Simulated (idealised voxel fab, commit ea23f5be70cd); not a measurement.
The following process module bears the name voxel wiring stack.
The width of the displayed cross-section, cut, is 260 nm; its cells are square, with a size of 5 nm.
How to read a cross-section here: the picture is a grid of square cells, written as bands going from the top down, and any band can span one or more rows of cells. It is stipulated that each band's entry specify, in nanometres, the height of the top of the band and then that of its bottom, followed by the materials of the band in left-to-right sequence, each together with its width in nanometres. A single material marked by the word "full width" is understood to fill the band from edge to edge; the word "air" is understood to denote empty space. A quick word on heights: they are counted from 0, and under that level the wafer as it came to us is one material throughout. The lowest band is different from the rest in having no bottom; it simply continues downward, written as in "0 nm and below". A two-number width, for instance "30..40", indicates that the width is equal to the first number in the top row of the band and to the second number in the bottom row, and that it changes by a constant amount per row of cells. Any step labelled "no change occurred" changed none of the cells in the cross-section. Empty spaces without an open route to the top, at least 8 cells in extent, make up the entry "Sealed void listing"; each is given as width x height at distance, where the distance is measured from the left edge, and all are in nm. Read whatever lies past the settings on a step's line as the simulator's own remark about the step. "overlay nm" on a masked step: distance the mask lay right of its planned place, negative for left.

[List of planned process steps]
1: RECEIVE | material Si
2: CONFORMAL_DEP | material SiO2 | thk nm 15
3: DIRECTIONAL_DEP | material TiN | thk nm 5
4: DIRECTIONAL_DEP | material Ru | thk nm 25
5: PATTERN | tone cover | mask id METAL_1 | material resist | width nm 30 | pitch nm 45 | thk nm 15 | overlay nm 0
6: DIRECTIONAL_ETCH | etch materials Ru | depth nm 25
7: DIRECTIONAL_ETCH | etch materials TiN | depth nm 5
8: STRIP | etch materials resist
9: CONFORMAL_DEP | material SiCN | thk nm 5
10: FILL_DEP | material SiO2 | thk nm 5
11: CMP | height nm 45
12: CONFORMAL_DEP | material SiCN | thk nm 5
13: DIRECTIONAL_DEP | material lowk | thk nm 20
14: MASKED_ETCH | tone open | mask id PLUG_1 | width nm 15 | pitch nm 90 | etch materials lowk | depth nm 20 | overlay nm 0
15: MASKED_ETCH | tone open | mask id PLUG_1 | width nm 15 | pitch nm 90 | etch materials SiCN | depth nm 5 | overlay nm 0
16: EPI | material Ru | thk nm 10
17: EPI | material Ru | thk nm 10
18: EPI | material Ru | thk nm 5
19: CONFORMAL_DEP | material SiN | thk nm 5
20: DIRECTIONAL_DEP | material SiO2 | thk nm 25
21: DIRECTIONAL_DEP | material aC | thk nm 15
22: PATTERN | tone open | mask id METAL_2 | material resist | width nm 30 | pitch nm 45 | thk nm 35 | overlay nm 0
23: DIRECTIONAL_ETCH | etch materials aC | depth nm 15
24: STRIP | etch materials resist
25: DIRECTIONAL_ETCH | etch materials SiO2 | depth nm 25
26: DIRECTIONAL_ETCH | etch materials SiN | depth nm 5
27: STRIP | etch materials aC
28: CONFORMAL_DEP | material TiN | thk nm 5
29: FILL_DEP | material Ru | thk nm 10
30: CMP | height nm 100
31: EPI | material Ru | thk nm 5
32: FILL_DEP | material SiCN | thk nm 5
33: DIRECTIONAL_DEP | material lowk | thk nm 25
34: PATTERN | tone open | mask id METAL_3 | material resist | width nm 30 | pitch nm 45 | thk nm 20 | overlay nm 0
35: DIRECTIONAL_ETCH | etch materials lowk | depth nm 15
36: STRIP | etch materials resist
37: DIRECTIONAL_DEP | material aC | thk nm 15
38: PATTERN | tone open | mask id METAL_3_HOLES | material resist | width nm 15 | pitch nm 45 | thk nm 30 | overlay nm 0
39: DIRECTIONAL_ETCH | etch materials aC | depth nm 15
40: STRIP | etch materials resist
41: DIRECTIONAL_ETCH | etch materials lowk | depth nm 10
42: DIRECTIONAL_ETCH | etch materials SiCN | depth nm 5
43: STRIP | etch materials aC
44: CONFORMAL_DEP | material TiN | thk nm 5
45: FILL_DEP | material Cu | thk nm 5
46: CMP | height nm 135
47: CONFORMAL_DEP | material SiN | thk nm 5

[Of two wafers, the first: run according to plan]

[Cross-section of the wafer at receipt, which is the condition after step 1]
    0 nm and below: Si full width
    Sealed void listing: none

[Cross-section of the wafer subsequent to step 2]
    15 nm to 0 nm: SiO2 full width
    At heights below 0, the structure remains unaltered.

[Cross-section of the wafer subsequent to step 3]
    20 nm to 15 nm: TiN full width
    At heights below 15, the structure remains unaltered.

[Cross-section of the wafer subsequent to step 4]
    45 nm to 20 nm: Ru full width
    At heights below 20, the structure remains unaltered.

[Cross-section of the wafer subsequent to step 5]
    60 nm to 45 nm: air (70); resist (30); air (15); resist (30); air (15); resist (30); air (70)
    At heights below 45, the structure remains unaltered.

[Cross-section of the wafer subsequent to step 6]
    60 nm to 45 nm: air (70); resist (30); air (15); resist (30); air (15); resist (30); air (70)
    45 nm to 20 nm: air (70); Ru (30); air (15); Ru (30); air (15); Ru (30); air (70)
    At heights below 20, the structure remains unaltered.

[Cross-section of the wafer subsequent to step 7]
    60 nm to 45 nm: air (70); resist (30); air (15); resist (30); air (15); resist (30); air (70)
    45 nm to 20 nm: air (70); Ru (30); air (15); Ru (30); air (15); Ru (30); air (70)
    20 nm to 15 nm: air (70); TiN (30); air (15); TiN (30); air (15); TiN (30); air (70)
    At heights below 15, the structure remains unaltered.

[Cross-section of the wafer subsequent to step 8]
    45 nm to 20 nm: air (70); Ru (30); air (15); Ru (30); air (15); Ru (30); air (70)
    At heights below 20, the structure remains unaltered.

[Cross-section of the wafer subsequent to step 9]
    50 nm to 45 nm: air (65); SiCN (40); air (5); SiCN (40); air (5); SiCN (40); air (65)
    45 nm to 20 nm: air (65); SiCN (5); Ru (30); SiCN (5); air (5); SiCN (5); Ru (30); SiCN (5); air (5); SiCN (5); Ru (30); SiCN (5); air (65)
    20 nm to 15 nm: SiCN (70); TiN (30); SiCN (15); TiN (30); SiCN (15); TiN (30); SiCN (70)
    At heights below 15, the structure remains unaltered.

[Cross-section of the wafer subsequent to step 10]
    55 nm to 50 nm: SiO2 full width
    50 nm to 45 nm: SiO2 (65); SiCN (40); SiO2 (5); SiCN (40); SiO2 (5); SiCN (40); SiO2 (65)
    45 nm to 20 nm: SiO2 (65); SiCN (5); Ru (30); SiCN (5); SiO2 (5); SiCN (5); Ru (30); SiCN (5); SiO2 (5); SiCN (5); Ru (30); SiCN (5); SiO2 (65)
    At heights below 20, the structure remains unaltered.

[Cross-section of the wafer subsequent to step 11]
    45 nm to 20 nm: SiO2 (65); SiCN (5); Ru (30); SiCN (5); SiO2 (5); SiCN (5); Ru (30); SiCN (5); SiO2 (5); SiCN (5); Ru (30); SiCN (5); SiO2 (65)
    At heights below 20, the structure remains unaltered.

[Cross-section of the wafer subsequent to step 12]
    50 nm to 45 nm: SiCN full width
    At heights below 45, the structure remains unaltered.

[Cross-section of the wafer subsequent to step 13]
    70 nm to 50 nm: lowk full width
    At heights below 50, the structure remains unaltered.

[Cross-section of the wafer subsequent to step 14]
    70 nm to 50 nm: lowk (70); air (15); lowk (75); air (15); lowk (85)
    At heights below 50, the structure remains unaltered.

[Cross-section of the wafer subsequent to step 15]
    70 nm to 50 nm: lowk (70); air (15); lowk (75); air (15); lowk (85)
    50 nm to 45 nm: SiCN (70); air (15); SiCN (75); air (15); SiCN (85)
    At heights below 45, the structure remains unaltered.

[Cross-section of the wafer subsequent to step 16]
    70 nm to 55 nm: lowk (70); air (15); lowk (75); air (15); lowk (85)
    55 nm to 50 nm: lowk (70); Ru (15); lowk (75); Ru (15); lowk (85)
    50 nm to 45 nm: SiCN (70); Ru (15); SiCN (75); Ru (15); SiCN (85)
    At heights below 45, the structure remains unaltered.

[Cross-section of the wafer subsequent to step 17]
    70 nm to 65 nm: lowk (70); air (15); lowk (75); air (15); lowk (85)
    65 nm to 50 nm: lowk (70); Ru (15); lowk (75); Ru (15); lowk (85)
    At heights below 50, the structure remains unaltered.

[Cross-section of the wafer subsequent to step 18]
    70 nm to 50 nm: lowk (70); Ru (15); lowk (75); Ru (15); lowk (85)
    At heights below 50, the structure remains unaltered.

[Cross-section of the wafer subsequent to step 19]
    75 nm to 70 nm: SiN full width
    At heights below 70, the structure remains unaltered.

[Cross-section of the wafer subsequent to step 20]
    100 nm to 75 nm: SiO2 full width
    At heights below 75, the structure remains unaltered.

[Cross-section of the wafer subsequent to step 21]
    115 nm to 100 nm: aC full width
    At heights below 100, the structure remains unaltered.

[Cross-section of the wafer subsequent to step 22]
    150 nm to 115 nm: resist (70); air (30); resist (15); air (30); resist (15); air (30); resist (70)
    At heights below 115, the structure remains unaltered.

[Cross-section of the wafer subsequent to step 23]
    135 nm to 115 nm: resist (70); air (30); resist (15); air (30); resist (15); air (30); resist (70)
    115 nm to 100 nm: aC (70); air (30); aC (15); air (30); aC (15); air (30); aC (70)
    At heights below 100, the structure remains unaltered.

[Cross-section of the wafer subsequent to step 24]
    115 nm to 100 nm: aC (70); air (30); aC (15); air (30); aC (15); air (30); aC (70)
    At heights below 100, the structure remains unaltered.

[Cross-section of the wafer subsequent to step 25]
    115 nm to 100 nm: aC (70); air (30); aC (15); air (30); aC (15); air (30); aC (70)
    100 nm to 75 nm: SiO2 (70); air (30); SiO2 (15); air (30); SiO2 (15); air (30); SiO2 (70)
    At heights below 75, the structure remains unaltered.

[Cross-section of the wafer subsequent to step 26]
    115 nm to 100 nm: aC (70); air (30); aC (15); air (30); aC (15); air (30); aC (70)
    100 nm to 75 nm: SiO2 (70); air (30); SiO2 (15); air (30); SiO2 (15); air (30); SiO2 (70)
    75 nm to 70 nm: SiN (70); air (30); SiN (15); air (30); SiN (15); air (30); SiN (70)
    At heights below 70, the structure remains unaltered.

[Cross-section of the wafer subsequent to step 27]
    100 nm to 75 nm: SiO2 (70); air (30); SiO2 (15); air (30); SiO2 (15); air (30); SiO2 (70)
    At heights below 75, the structure remains unaltered.

[Cross-section of the wafer subsequent to step 28]
    105 nm to 100 nm: TiN (75); air (20); TiN (25); air (20); TiN (25); air (20); TiN (75)
    100 nm to 75 nm: SiO2 (70); TiN (5); air (20); TiN (5); SiO2 (15); TiN (5); air (20); TiN (5); SiO2 (15); TiN (5); air (20); TiN (5); SiO2 (70)
    75 nm to 70 nm: SiN (70); TiN (30); SiN (15); TiN (30); SiN (15); TiN (30); SiN (70)
    At heights below 70, the structure remains unaltered.

[Cross-section of the wafer subsequent to step 29]
    115 nm to 105 nm: Ru full width
    105 nm to 100 nm: TiN (75); Ru (20); TiN (25); Ru (20); TiN (25); Ru (20); TiN (75)
    100 nm to 75 nm: SiO2 (70); TiN (5); Ru (20); TiN (5); SiO2 (15); TiN (5); Ru (20); TiN (5); SiO2 (15); TiN (5); Ru (20); TiN (5); SiO2 (70)
    At heights below 75, the structure remains unaltered.

[Cross-section of the wafer subsequent to step 30]
    100 nm to 75 nm: SiO2 (70); TiN (5); Ru (20); TiN (5); SiO2 (15); TiN (5); Ru (20); TiN (5); SiO2 (15); TiN (5); Ru (20); TiN (5); SiO2 (70)
    At heights below 75, the structure remains unaltered.

[Cross-section of the wafer subsequent to step 31]
    105 nm to 100 nm: air (65); Ru (40); air (5); Ru (40); air (5); Ru (40); air (65)
    At heights below 100, the structure remains unaltered.

[Cross-section of the wafer subsequent to step 32]
    110 nm to 105 nm: SiCN full width
    105 nm to 100 nm: SiCN (65); Ru (40); SiCN (5); Ru (40); SiCN (5); Ru (40); SiCN (65)
    At heights below 100, the structure remains unaltered.

[Cross-section of the wafer subsequent to step 33]
    135 nm to 110 nm: lowk full width
    At heights below 110, the structure remains unaltered.

[Cross-section of the wafer subsequent to step 34]
    155 nm to 135 nm: resist (70); air (30); resist (15); air (30); resist (15); air (30); resist (70)
    At heights below 135, the structure remains unaltered.

[Cross-section of the wafer subsequent to step 35]
    155 nm to 135 nm: resist (70); air (30); resist (15); air (30); resist (15); air (30); resist (70)
    135 nm to 120 nm: lowk (70); air (30); lowk (15); air (30); lowk (15); air (30); lowk (70)
    At heights below 120, the structure remains unaltered.

[Cross-section of the wafer subsequent to step 36]
    135 nm to 120 nm: lowk (70); air (30); lowk (15); air (30); lowk (15); air (30); lowk (70)
    At heights below 120, the structure remains unaltered.

[Cross-section of the wafer subsequent to step 37]
    150 nm to 135 nm: aC (70); air (30); aC (15); air (30); aC (15); air (30); aC (70)
    135 nm to 120 nm: lowk (70); aC (30); lowk (15); aC (30); lowk (15); aC (30); lowk (70)
    At heights below 120, the structure remains unaltered.

[Cross-section of the wafer subsequent to step 38]
    180 nm to 150 nm: resist (70); air (15); resist (30); air (15); resist (30); air (15); resist (85)
    150 nm to 135 nm: aC (70); air (15); resist (15); aC (15); air (15); resist (15); aC (15); air (15); resist (15); aC (70)
    At heights below 135, the structure remains unaltered.

[Cross-section of the wafer subsequent to step 39]
    165 nm to 150 nm: resist (70); air (15); resist (30); air (15); resist (30); air (15); resist (85)
    150 nm to 135 nm: aC (70); air (15); resist (15); aC (15); air (15); resist (15); aC (15); air (15); resist (15); aC (70)
    135 nm to 120 nm: lowk (70); air (15); aC (15); lowk (15); air (15); aC (15); lowk (15); air (15); aC (15); lowk (70)
    At heights below 120, the structure remains unaltered.

[Cross-section of the wafer subsequent to step 40]
    150 nm to 135 nm: aC (70); air (30); aC (15); air (30); aC (15); air (30); aC (70)
    At heights below 135, the structure remains unaltered.

[Cross-section of the wafer subsequent to step 41]
    150 nm to 135 nm: aC (70); air (30); aC (15); air (30); aC (15); air (30); aC (70)
    135 nm to 120 nm: lowk (70); air (15); aC (15); lowk (15); air (15); aC (15); lowk (15); air (15); aC (15); lowk (70)
    120 nm to 110 nm: lowk (70); air (15); lowk (30); air (15); lowk (30); air (15); lowk (85)
    At heights below 110, the structure remains unaltered.

[Cross-section of the wafer subsequent to step 42]
    150 nm to 135 nm: aC (70); air (30); aC (15); air (30); aC (15); air (30); aC (70)
    135 nm to 120 nm: lowk (70); air (15); aC (15); lowk (15); air (15); aC (15); lowk (15); air (15); aC (15); lowk (70)
    120 nm to 110 nm: lowk (70); air (15); lowk (30); air (15); lowk (30); air (15); lowk (85)
    110 nm to 105 nm: SiCN (70); air (15); SiCN (30); air (15); SiCN (30); air (15); SiCN (85)
    At heights below 105, the structure remains unaltered.

[Cross-section of the wafer subsequent to step 43]
    135 nm to 120 nm: lowk (70); air (30); lowk (15); air (30); lowk (15); air (30); lowk (70)
    At heights below 120, the structure remains unaltered.

[Cross-section of the wafer subsequent to step 44]
    140 nm to 135 nm: TiN (75); air (20); TiN (25); air (20); TiN (25); air (20); TiN (75)
    135 nm to 125 nm: lowk (70); TiN (5); air (20); TiN (5); lowk (15); TiN (5); air (20); TiN (5); lowk (15); TiN (5); air (20); TiN (5); lowk (70)
    125 nm to 120 nm: lowk (70); TiN (5); air (5); TiN (20); lowk (15); TiN (5); air (5); TiN (20); lowk (15); TiN (5); air (5); TiN (20); lowk (70)
    120 nm to 110 nm: lowk (70); TiN (5); air (5); TiN (5); lowk (30); TiN (5); air (5); TiN (5); lowk (30); TiN (5); air (5); TiN (5); lowk (85)
    110 nm to 105 nm: SiCN (70); TiN (15); SiCN (30); TiN (15); SiCN (30); TiN (15); SiCN (85)
    At heights below 105, the structure remains unaltered.

[Cross-section of the wafer subsequent to step 45]
    145 nm to 140 nm: Cu full width
    140 nm to 135 nm: TiN (75); Cu (20); TiN (25); Cu (20); TiN (25); Cu (20); TiN (75)
    135 nm to 125 nm: lowk (70); TiN (5); Cu (20); TiN (5); lowk (15); TiN (5); Cu (20); TiN (5); lowk (15); TiN (5); Cu (20); TiN (5); lowk (70)
    125 nm to 120 nm: lowk (70); TiN (5); Cu (5); TiN (20); lowk (15); TiN (5); Cu (5); TiN (20); lowk (15); TiN (5); Cu (5); TiN (20); lowk (70)
    120 nm to 110 nm: lowk (70); TiN (5); Cu (5); TiN (5); lowk (30); TiN (5); Cu (5); TiN (5); lowk (30); TiN (5); Cu (5); TiN (5); lowk (85)
    At heights below 110, the structure remains unaltered.

[Cross-section of the wafer subsequent to step 46]
    135 nm to 125 nm: lowk (70); TiN (5); Cu (20); TiN (5); lowk (15); TiN (5); Cu (20); TiN (5); lowk (15); TiN (5); Cu (20); TiN (5); lowk (70)
    At heights below 125, the structure remains unaltered.

[Cross-section of the wafer subsequent to step 47]
    140 nm to 135 nm: SiN full width
    At heights below 135, the structure remains unaltered.

[second wafer: like start, like plan, one mistake. Through step 15 it matches the first wafer]

[Second wafer, section view, time point: scheduled end of step 17]
    75 nm to 70 nm: air (65); Ru (25); air (65); Ru (25); air (80)
    70 nm to 50 nm: lowk (70); Ru (15); lowk (75); Ru (15); lowk (85)
    50 nm to 45 nm: SiCN (70); Ru (15); SiCN (75); Ru (15); SiCN (85)
    At heights below 45, the structure remains unaltered.

[Second wafer, section view, time point: scheduled end of step 18]
    80 nm to 70 nm: air (60); Ru (35); air (55); Ru (35); air (75)
    At heights below 70, the structure remains unaltered.

[Second wafer, section view, time point: scheduled end of step 19]
    85 nm to 80 nm: air (55); SiN (45); air (45); SiN (45); air (70)
    80 nm to 75 nm: air (55); SiN (5); Ru (35); SiN (5); air (45); SiN (5); Ru (35); SiN (5); air (70)
    75 nm to 70 nm: SiN (60); Ru (35); SiN (55); Ru (35); SiN (75)
    At heights below 70, the structure remains unaltered.

[Second wafer, section view, time point: scheduled end of step 20]
    110 nm to 100 nm: air (55); SiO2 (45); air (45); SiO2 (45); air (70)
    100 nm to 85 nm: SiO2 full width
    85 nm to 80 nm: SiO2 (55); SiN (45); SiO2 (45); SiN (45); SiO2 (70)
    80 nm to 75 nm: SiO2 (55); SiN (5); Ru (35); SiN (5); SiO2 (45); SiN (5); Ru (35); SiN (5); SiO2 (70)
    At heights below 75, the structure remains unaltered.

[Second wafer, section view, time point: scheduled end of step 21]
    125 nm to 115 nm: air (55); aC (45); air (45); aC (45); air (70)
    115 nm to 110 nm: aC full width
    110 nm to 100 nm: aC (55); SiO2 (45); aC (45); SiO2 (45); aC (70)
    At heights below 100, the structure remains unaltered.

[Second wafer, section view, time point: scheduled end of step 22]
    160 nm to 125 nm: resist (70); air (30); resist (15); air (30); resist (15); air (30); resist (70)
    125 nm to 115 nm: resist (55); aC (45); resist (15); air (30); aC (45); resist (70)
    At heights below 115, the structure remains unaltered.

[Second wafer, section view, time point: scheduled end of step 23]
    145 nm to 125 nm: resist (70); air (30); resist (15); air (30); resist (15); air (30); resist (70)
    125 nm to 115 nm: resist (55); aC (15); air (30); resist (15); air (30); aC (15); air (30); resist (70)
    115 nm to 110 nm: aC (70); air (30); aC (15); air (30); aC (15); air (30); aC (70)
    110 nm to 100 nm: aC (55); SiO2 (45); aC (15); air (30); SiO2 (45); aC (70)
    At heights below 100, the structure remains unaltered.

[Second wafer, section view, time point: scheduled end of step 24]
    125 nm to 115 nm: air (55); aC (15); air (75); aC (15); air (100)
    At heights below 115, the structure remains unaltered.

[Second wafer, section view, time point: scheduled end of step 25]
    125 nm to 115 nm: air (55); aC (15); air (75); aC (15); air (100)
    115 nm to 110 nm: aC (70); air (30); aC (15); air (30); aC (15); air (30); aC (70)
    110 nm to 100 nm: aC (55); SiO2 (15); air (30); aC (15); air (30); SiO2 (15); air (30); aC (70)
    100 nm to 85 nm: SiO2 (70); air (30); SiO2 (15); air (30); SiO2 (15); air (30); SiO2 (70)
    85 nm to 80 nm: SiO2 (55); SiN (45); SiO2 (15); air (30); SiN (45); SiO2 (70)
    80 nm to 75 nm: SiO2 (55); SiN (5); Ru (35); SiN (5); SiO2 (15); air (30); SiN (5); Ru (35); SiN (5); SiO2 (70)
    At heights below 75, the structure remains unaltered.

[Second wafer, section view, time point: scheduled end of step 26]
    125 nm to 115 nm: air (55); aC (15); air (75); aC (15); air (100)
    115 nm to 110 nm: aC (70); air (30); aC (15); air (30); aC (15); air (30); aC (70)
    110 nm to 100 nm: aC (55); SiO2 (15); air (30); aC (15); air (30); SiO2 (15); air (30); aC (70)
    100 nm to 85 nm: SiO2 (70); air (30); SiO2 (15); air (30); SiO2 (15); air (30); SiO2 (70)
    85 nm to 80 nm: SiO2 (55); SiN (15); air (30); SiO2 (15); air (30); SiN (15); air (30); SiO2 (70)
    80 nm to 75 nm: SiO2 (55); SiN (5); Ru (35); SiN (5); SiO2 (15); air (30); SiN (5); Ru (35); SiN (5); SiO2 (70)
    75 nm to 70 nm: SiN (60); Ru (35); SiN (20); air (30); SiN (5); Ru (35); SiN (75)
    At heights below 70, the structure remains unaltered.

[Second wafer, section view, time point: scheduled end of step 27]
    110 nm to 100 nm: air (55); SiO2 (15); air (75); SiO2 (15); air (100)
    At heights below 100, the structure remains unaltered.

[Second wafer, section view, time point: scheduled end of step 28]
    115 nm to 110 nm: air (50); TiN (25); air (65); TiN (25); air (95)
    110 nm to 105 nm: air (50); TiN (5); SiO2 (15); TiN (5); air (65); TiN (5); SiO2 (15); TiN (5); air (95)
    105 nm to 100 nm: TiN (55); SiO2 (15); TiN (5); air (20); TiN (25); air (20); TiN (5); SiO2 (15); TiN (5); air (20); TiN (75)
    100 nm to 85 nm: SiO2 (70); TiN (5); air (20); TiN (5); SiO2 (15); TiN (5); air (20); TiN (5); SiO2 (15); TiN (5); air (20); TiN (5); SiO2 (70)
    85 nm to 80 nm: SiO2 (55); SiN (15); TiN (30); SiO2 (15); TiN (5); air (20); TiN (5); SiN (15); TiN (30); SiO2 (70)
    80 nm to 75 nm: SiO2 (55); SiN (5); Ru (35); SiN (5); SiO2 (15); TiN (5); air (20); TiN (5); SiN (5); Ru (35); SiN (5); SiO2 (70)
    75 nm to 70 nm: SiN (60); Ru (35); SiN (20); TiN (30); SiN (5); Ru (35); SiN (75)
    At heights below 70, the structure remains unaltered.

[Second wafer, section view, time point: scheduled end of step 29]
    125 nm to 115 nm: Ru full width
    115 nm to 110 nm: Ru (50); TiN (25); Ru (65); TiN (25); Ru (95)
    110 nm to 105 nm: Ru (50); TiN (5); SiO2 (15); TiN (5); Ru (65); TiN (5); SiO2 (15); TiN (5); Ru (95)
    105 nm to 100 nm: TiN (55); SiO2 (15); TiN (5); Ru (20); TiN (25); Ru (20); TiN (5); SiO2 (15); TiN (5); Ru (20); TiN (75)
    100 nm to 85 nm: SiO2 (70); TiN (5); Ru (20); TiN (5); SiO2 (15); TiN (5); Ru (20); TiN (5); SiO2 (15); TiN (5); Ru (20); TiN (5); SiO2 (70)
    85 nm to 80 nm: SiO2 (55); SiN (15); TiN (30); SiO2 (15); TiN (5); Ru (20); TiN (5); SiN (15); TiN (30); SiO2 (70)
    80 nm to 75 nm: SiO2 (55); SiN (5); Ru (35); SiN (5); SiO2 (15); TiN (5); Ru (20); TiN (5); SiN (5); Ru (35); SiN (5); SiO2 (70)
    At heights below 75, the structure remains unaltered.

[Second wafer, section view, time point: scheduled end of step 30]
    100 nm to 85 nm: SiO2 (70); TiN (5); Ru (20); TiN (5); SiO2 (15); TiN (5); Ru (20); TiN (5); SiO2 (15); TiN (5); Ru (20); TiN (5); SiO2 (70)
    At heights below 85, the structure remains unaltered.

[Second wafer, section view, time point: scheduled end of step 31]
    105 nm to 100 nm: air (65); Ru (40); air (5); Ru (40); air (5); Ru (40); air (65)
    At heights below 100, the structure remains unaltered.

[Second wafer, section view, time point: scheduled end of step 32]
    110 nm to 105 nm: SiCN full width
    105 nm to 100 nm: SiCN (65); Ru (40); SiCN (5); Ru (40); SiCN (5); Ru (40); SiCN (65)
    At heights below 100, the structure remains unaltered.

[Second wafer, section view, time point: scheduled end of step 33]
    135 nm to 110 nm: lowk full width
    At heights below 110, the structure remains unaltered.

[Second wafer, section view, time point: scheduled end of step 34]
    155 nm to 135 nm: resist (70); air (30); resist (15); air (30); resist (15); air (30); resist (70)
    At heights below 135, the structure remains unaltered.

[Second wafer, section view, time point: scheduled end of step 35]
    155 nm to 135 nm: resist (70); air (30); resist (15); air (30); resist (15); air (30); resist (70)
    135 nm to 120 nm: lowk (70); air (30); lowk (15); air (30); lowk (15); air (30); lowk (70)
    At heights below 120, the structure remains unaltered.

[Second wafer, section view, time point: scheduled end of step 36]
    135 nm to 120 nm: lowk (70); air (30); lowk (15); air (30); lowk (15); air (30); lowk (70)
    At heights below 120, the structure remains unaltered.

[Second wafer, section view, time point: scheduled end of step 37]
    150 nm to 135 nm: aC (70); air (30); aC (15); air (30); aC (15); air (30); aC (70)
    135 nm to 120 nm: lowk (70); aC (30); lowk (15); aC (30); lowk (15); aC (30); lowk (70)
    At heights below 120, the structure remains unaltered.

[Second wafer, section view, time point: scheduled end of step 38]
    180 nm to 150 nm: resist (70); air (15); resist (30); air (15); resist (30); air (15); resist (85)
    150 nm to 135 nm: aC (70); air (15); resist (15); aC (15); air (15); resist (15); aC (15); air (15); resist (15); aC (70)
    At heights below 135, the structure remains unaltered.

[Second wafer, section view, time point: scheduled end of step 39]
    165 nm to 150 nm: resist (70); air (15); resist (30); air (15); resist (30); air (15); resist (85)
    150 nm to 135 nm: aC (70); air (15); resist (15); aC (15); air (15); resist (15); aC (15); air (15); resist (15); aC (70)
    135 nm to 120 nm: lowk (70); air (15); aC (15); lowk (15); air (15); aC (15); lowk (15); air (15); aC (15); lowk (70)
    At heights below 120, the structure remains unaltered.

[Second wafer, section view, time point: scheduled end of step 40]
    150 nm to 135 nm: aC (70); air (30); aC (15); air (30); aC (15); air (30); aC (70)
    At heights below 135, the structure remains unaltered.

[Second wafer, section view, time point: scheduled end of step 41]
    150 nm to 135 nm: aC (70); air (30); aC (15); air (30); aC (15); air (30); aC (70)
    135 nm to 120 nm: lowk (70); air (15); aC (15); lowk (15); air (15); aC (15); lowk (15); air (15); aC (15); lowk (70)
    120 nm to 110 nm: lowk (70); air (15); lowk (30); air (15); lowk (30); air (15); lowk (85)
    At heights below 110, the structure remains unaltered.

[Second wafer, section view, time point: scheduled end of step 42]
    150 nm to 135 nm: aC (70); air (30); aC (15); air (30); aC (15); air (30); aC (70)
    135 nm to 120 nm: lowk (70); air (15); aC (15); lowk (15); air (15); aC (15); lowk (15); air (15); aC (15); lowk (70)
    120 nm to 110 nm: lowk (70); air (15); lowk (30); air (15); lowk (30); air (15); lowk (85)
    110 nm to 105 nm: SiCN (70); air (15); SiCN (30); air (15); SiCN (30); air (15); SiCN (85)
    At heights below 105, the structure remains unaltered.

[Second wafer, section view, time point: scheduled end of step 43]
    135 nm to 120 nm: lowk (70); air (30); lowk (15); air (30); lowk (15); air (30); lowk (70)
    At heights below 120, the structure remains unaltered.

[Second wafer, section view, time point: scheduled end of step 44]
    140 nm to 135 nm: TiN (75); air (20); TiN (25); air (20); TiN (25); air (20); TiN (75)
    135 nm to 125 nm: lowk (70); TiN (5); air (20); TiN (5); lowk (15); TiN (5); air (20); TiN (5); lowk (15); TiN (5); air (20); TiN (5); lowk (70)
    125 nm to 120 nm: lowk (70); TiN (5); air (5); TiN (20); lowk (15); TiN (5); air (5); TiN (20); lowk (15); TiN (5); air (5); TiN (20); lowk (70)
    120 nm to 110 nm: lowk (70); TiN (5); air (5); TiN (5); lowk (30); TiN (5); air (5); TiN (5); lowk (30); TiN (5); air (5); TiN (5); lowk (85)
    110 nm to 105 nm: SiCN (70); TiN (15); SiCN (30); TiN (15); SiCN (30); TiN (15); SiCN (85)
    At heights below 105, the structure remains unaltered.

[Second wafer, section view, time point: scheduled end of step 45]
    145 nm to 140 nm: Cu full width
    140 nm to 135 nm: TiN (75); Cu (20); TiN (25); Cu (20); TiN (25); Cu (20); TiN (75)
    135 nm to 125 nm: lowk (70); TiN (5); Cu (20); TiN (5); lowk (15); TiN (5); Cu (20); TiN (5); lowk (15); TiN (5); Cu (20); TiN (5); lowk (70)
    125 nm to 120 nm: lowk (70); TiN (5); Cu (5); TiN (20); lowk (15); TiN (5); Cu (5); TiN (20); lowk (15); TiN (5); Cu (5); TiN (20); lowk (70)
    120 nm to 110 nm: lowk (70); TiN (5); Cu (5); TiN (5); lowk (30); TiN (5); Cu (5); TiN (5); lowk (30); TiN (5); Cu (5); TiN (5); lowk (85)
    At heights below 110, the structure remains unaltered.

[Second wafer, section view, time point: scheduled end of step 46]
    135 nm to 125 nm: lowk (70); TiN (5); Cu (20); TiN (5); lowk (15); TiN (5); Cu (20); TiN (5); lowk (15); TiN (5); Cu (20); TiN (5); lowk (70)
    At heights below 125, the structure remains unaltered.

[Second wafer, section view, time point: scheduled end of step 47]
    140 nm to 135 nm: SiN full width
    At heights below 135, the structure remains unaltered.
Here's what went sideways: one of the identical process steps 16 and 17 has been performed twice, and it is not possible to determine which
The final cell counts differ between the wafers, with the second having more or fewer of some materials than the first: 12 more of Ru | 8 more of SiN | 12 fewer of SiO2 | 8 fewer of TiN
